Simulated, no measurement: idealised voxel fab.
Herein follows the process module entitled voxel quadruple lines.
For reference, the cross-section in this document is cut, with width 185 nm and square cells of 5 nm.
For the purposes of this document, a cross-section shall be understood as a grid of square cells, specified as bands listed in top-to-bottom order, each band consisting of one or more rows of cells.
Band: top and bottom heights (nm) first, top before bottom; then materials from left to right, widths in nm. "everywhere" marks a sole material filling the band edge to edge. "air" denotes empty space.
Where do heights start? At 0: under that level the wafer as delivered is made of one material only. And the lowest band has no floor; it just carries on downward, as in "0 nm and below".
So if you see something like "30->40" for the width, read it as the top row of the band sitting at the first number and the bottom row at the second, with every row in between moving by the same amount as the last.
"nothing got changed" -> step changed no cross-section cell.
"Enclosed void inventory" - sealed voids, min. 8 cells, no opening to top; format: width x height at distance (distance from left edge; nm throughout).
Post-settings text on a step line: simulator's own remark regarding the step.
"overlay nm" denotes, for a step that has a mask, the displacement of the mask to the right of its planned place, with negative values corresponding to the left.
Steps in the process plan:
step 1: RECEIVE with material Si
step 2: CONFORMAL_DEP with material SiO2, thk nm 5
step 3: DIRECTIONAL_DEP with material W, thk nm 10
step 4: DIRECTIONAL_DEP with material polySi, thk nm 20
step 5: DIRECTIONAL_DEP with material aC, thk nm 25
step 6: PATTERN with tone cover, mask id MANDREL, material resist, width nm 35, thk nm 35, overlay nm 0
step 7: DIRECTIONAL_ETCH with etch materials aC, depth nm 25
step 8: STRIP with etch materials resist
step 9: CONFORMAL_DEP with material SiO2, thk nm 15
step 10: DIRECTIONAL_ETCH with etch materials SiO2, depth nm 15
step 11: STRIP with etch materials aC
step 12: DIRECTIONAL_ETCH with etch materials polySi, depth nm 20
step 13: STRIP with etch materials SiO2
step 14: CONFORMAL_DEP with material SiN, thk nm 10
step 15: DIRECTIONAL_ETCH with etch materials SiN, depth nm 10
step 16: STRIP with etch materials polySi
step 17: DIRECTIONAL_ETCH with etch materials W, depth nm 10
step 18: STRIP with etch materials SiN
step 19: FILL_DEP with material SiO2, thk nm 5
step 20: CMP with height nm 15
The first of a set of two wafers, run to plan:
Cross-sectional view of the wafer in its as-received condition, corresponding to the state after step 1:
* 0 nm and below  Si everywhere
* Enclosed void inventory: none
Cross-section through the wafer, step 2 finished:
* 5 nm to 0 nm  SiO2 everywhere
* Unchanged below 0.
Cross-section through the wafer, step 3 finished:
* 15 nm to 5 nm  W everywhere
* Unchanged below 5.
Cross-section through the wafer, step 4 finished:
* 35 nm to 15 nm  polySi everywhere
* Unchanged below 15.
Cross-section through the wafer, step 5 finished:
* 60 nm to 35 nm  aC everywhere
* Unchanged below 35.
Cross-section through the wafer, step 6 finished:
* 95 nm to 60 nm  air: 75 / resist: 35 / air: 75
* Unchanged below 60.
Cross-section through the wafer, step 7 finished:
* 70 nm to 60 nm  air: 75 / resist: 35 / air: 75
* 60 nm to 35 nm  air: 75 / aC: 35 / air: 75
* Unchanged below 35.
Cross-section through the wafer, step 8 finished:
* 60 nm to 35 nm  air: 75 / aC: 35 / air: 75
* Unchanged below 35.
Cross-section through the wafer, step 9 finished:
* 75 nm to 60 nm  air: 60 / SiO2: 65 / air: 60
* 60 nm to 50 nm  air: 60 / SiO2: 15 / aC: 35 / SiO2: 15 / air: 60
* 50 nm to 35 nm  SiO2: 75 / aC: 35 / SiO2: 75
* Unchanged below 35.
Cross-section through the wafer, step 10 finished:
* 60 nm to 35 nm  air: 60 / SiO2: 15 / aC: 35 / SiO2: 15 / air: 60
* Unchanged below 35.
Cross-section through the wafer, step 11 finished:
* 60 nm to 35 nm  air: 60 / SiO2: 15 / air: 35 / SiO2: 15 / air: 60
* Unchanged below 35.
Cross-section through the wafer, step 12 finished:
* 60 nm to 35 nm  air: 60 / SiO2: 15 / air: 35 / SiO2: 15 / air: 60
* 35 nm to 15 nm  air: 60 / polySi: 15 / air: 35 / polySi: 15 / air: 60
* Unchanged below 15.
Cross-section through the wafer, step 13 finished:
* 35 nm to 15 nm  air: 60 / polySi: 15 / air: 35 / polySi: 15 / air: 60
* Unchanged below 15.
Cross-section through the wafer, step 14 finished:
* 45 nm to 35 nm  air: 50 / SiN: 35 / air: 15 / SiN: 35 / air: 50
* 35 nm to 25 nm  air: 50 / SiN: 10 / polySi: 15 / SiN: 10 / air: 15 / SiN: 10 / polySi: 15 / SiN: 10 / air: 50
* 25 nm to 15 nm  SiN: 60 / polySi: 15 / SiN: 35 / polySi: 15 / SiN: 60
* Unchanged below 15.
Cross-section through the wafer, step 15 finished:
* 35 nm to 15 nm  air: 50 / SiN: 10 / polySi: 15 / SiN: 10 / air: 15 / SiN: 10 / polySi: 15 / SiN: 10 / air: 50
* Unchanged below 15.
Cross-section through the wafer, step 16 finished:
* 35 nm to 15 nm  air: 50 / SiN: 10 / air: 15 / SiN: 10 / air: 15 / SiN: 10 / air: 15 / SiN: 10 / air: 50
* Unchanged below 15.
Cross-section through the wafer, step 17 finished:
* 35 nm to 15 nm  air: 50 / SiN: 10 / air: 15 / SiN: 10 / air: 15 / SiN: 10 / air: 15 / SiN: 10 / air: 50
* 15 nm to 5 nm  air: 50 / W: 10 / air: 15 / W: 10 / air: 15 / W: 10 / air: 15 / W: 10 / air: 50
* Unchanged below 5.
Cross-section through the wafer, step 18 finished:
* 15 nm to 5 nm  air: 50 / W: 10 / air: 15 / W: 10 / air: 15 / W: 10 / air: 15 / W: 10 / air: 50
* Unchanged below 5.
Cross-section through the wafer, step 19 finished:
* 20 nm to 15 nm  SiO2 everywhere
* 15 nm to 5 nm  SiO2: 50 / W: 10 / SiO2: 15 / W: 10 / SiO2: 15 / W: 10 / SiO2: 15 / W: 10 / SiO2: 50
* Unchanged below 5.
Cross-section through the wafer, step 20 finished:
* 15 nm to 5 nm  SiO2: 50 / W: 10 / SiO2: 15 / W: 10 / SiO2: 15 / W: 10 / SiO2: 15 / W: 10 / SiO2: 50
* Unchanged below 5.
The second wafer: identical to the first at the outset and in its planned sequence, differing only in that one mistake was made during processing; up to and including step 5, its path is the first wafer's path:
Cross-section of the second wafer corresponding to the planned conclusion of step 6:
* 95 nm to 60 nm  air: 80 / resist: 35 / air: 70
* Unchanged below 60.
Cross-section of the second wafer corresponding to the planned conclusion of step 7:
* 70 nm to 60 nm  air: 80 / resist: 35 / air: 70
* 60 nm to 35 nm  air: 80 / aC: 35 / air: 70
* Unchanged below 35.
Cross-section of the second wafer corresponding to the planned conclusion of step 8:
* 60 nm to 35 nm  air: 80 / aC: 35 / air: 70
* Unchanged below 35.
Cross-section of the second wafer corresponding to the planned conclusion of step 9:
* 75 nm to 60 nm  air: 65 / SiO2: 65 / air: 55
* 60 nm to 50 nm  air: 65 / SiO2: 15 / aC: 35 / SiO2: 15 / air: 55
* 50 nm to 35 nm  SiO2: 80 / aC: 35 / SiO2: 70
* Unchanged below 35.
Cross-section of the second wafer corresponding to the planned conclusion of step 10:
* 60 nm to 35 nm  air: 65 / SiO2: 15 / aC: 35 / SiO2: 15 / air: 55
* Unchanged below 35.
Cross-section of the second wafer corresponding to the planned conclusion of step 11:
* 60 nm to 35 nm  air: 65 / SiO2: 15 / air: 35 / SiO2: 15 / air: 55
* Unchanged below 35.
Cross-section of the second wafer corresponding to the planned conclusion of step 12:
* 60 nm to 35 nm  air: 65 / SiO2: 15 / air: 35 / SiO2: 15 / air: 55
* 35 nm to 15 nm  air: 65 / polySi: 15 / air: 35 / polySi: 15 / air: 55
* Unchanged below 15.
Cross-section of the second wafer corresponding to the planned conclusion of step 13:
* 35 nm to 15 nm  air: 65 / polySi: 15 / air: 35 / polySi: 15 / air: 55
* Unchanged below 15.
Cross-section of the second wafer corresponding to the planned conclusion of step 14:
* 45 nm to 35 nm  air: 55 / SiN: 35 / air: 15 / SiN: 35 / air: 45
* 35 nm to 25 nm  air: 55 / SiN: 10 / polySi: 15 / SiN: 10 / air: 15 / SiN: 10 / polySi: 15 / SiN: 10 / air: 45
* 25 nm to 15 nm  SiN: 65 / polySi: 15 / SiN: 35 / polySi: 15 / SiN: 55
* Unchanged below 15.
Cross-section of the second wafer corresponding to the planned conclusion of step 15:
* 35 nm to 15 nm  air: 55 / SiN: 10 / polySi: 15 / SiN: 10 / air: 15 / SiN: 10 / polySi: 15 / SiN: 10 / air: 45
* Unchanged below 15.
Cross-section of the second wafer corresponding to the planned conclusion of step 16:
* 35 nm to 15 nm  air: 55 / SiN: 10 / air: 15 / SiN: 10 / air: 15 / SiN: 10 / air: 15 / SiN: 10 / air: 45
* Unchanged below 15.
Cross-section of the second wafer corresponding to the planned conclusion of step 17:
* 35 nm to 15 nm  air: 55 / SiN: 10 / air: 15 / SiN: 10 / air: 15 / SiN: 10 / air: 15 / SiN: 10 / air: 45
* 15 nm to 5 nm  air: 55 / W: 10 / air: 15 / W: 10 / air: 15 / W: 10 / air: 15 / W: 10 / air: 45
* Unchanged below 5.
Cross-section of the second wafer corresponding to the planned conclusion of step 18:
* 15 nm to 5 nm  air: 55 / W: 10 / air: 15 / W: 10 / air: 15 / W: 10 / air: 15 / W: 10 / air: 45
* Unchanged below 5.
Cross-section of the second wafer corresponding to the planned conclusion of step 19:
* 20 nm to 15 nm  SiO2 everywhere
* 15 nm to 5 nm  SiO2: 55 / W: 10 / SiO2: 15 / W: 10 / SiO2: 15 / W: 10 / SiO2: 15 / W: 10 / SiO2: 45
* Unchanged below 5.
Cross-section of the second wafer corresponding to the planned conclusion of step 20:
* 15 nm to 5 nm  SiO2: 55 / W: 10 / SiO2: 15 / W: 10 / SiO2: 15 / W: 10 / SiO2: 15 / W: 10 / SiO2: 45
* Unchanged below 5.
Want to know what went wrong? step 6: run off-plan, actual operation and settings PATTERN with tone cover, mask id MANDREL, material resist, width nm 35, thk nm 35, overlay nm 5
The concluding comparison shows that, measured in cells, each material is equally abundant on both wafers, albeit at different positions.
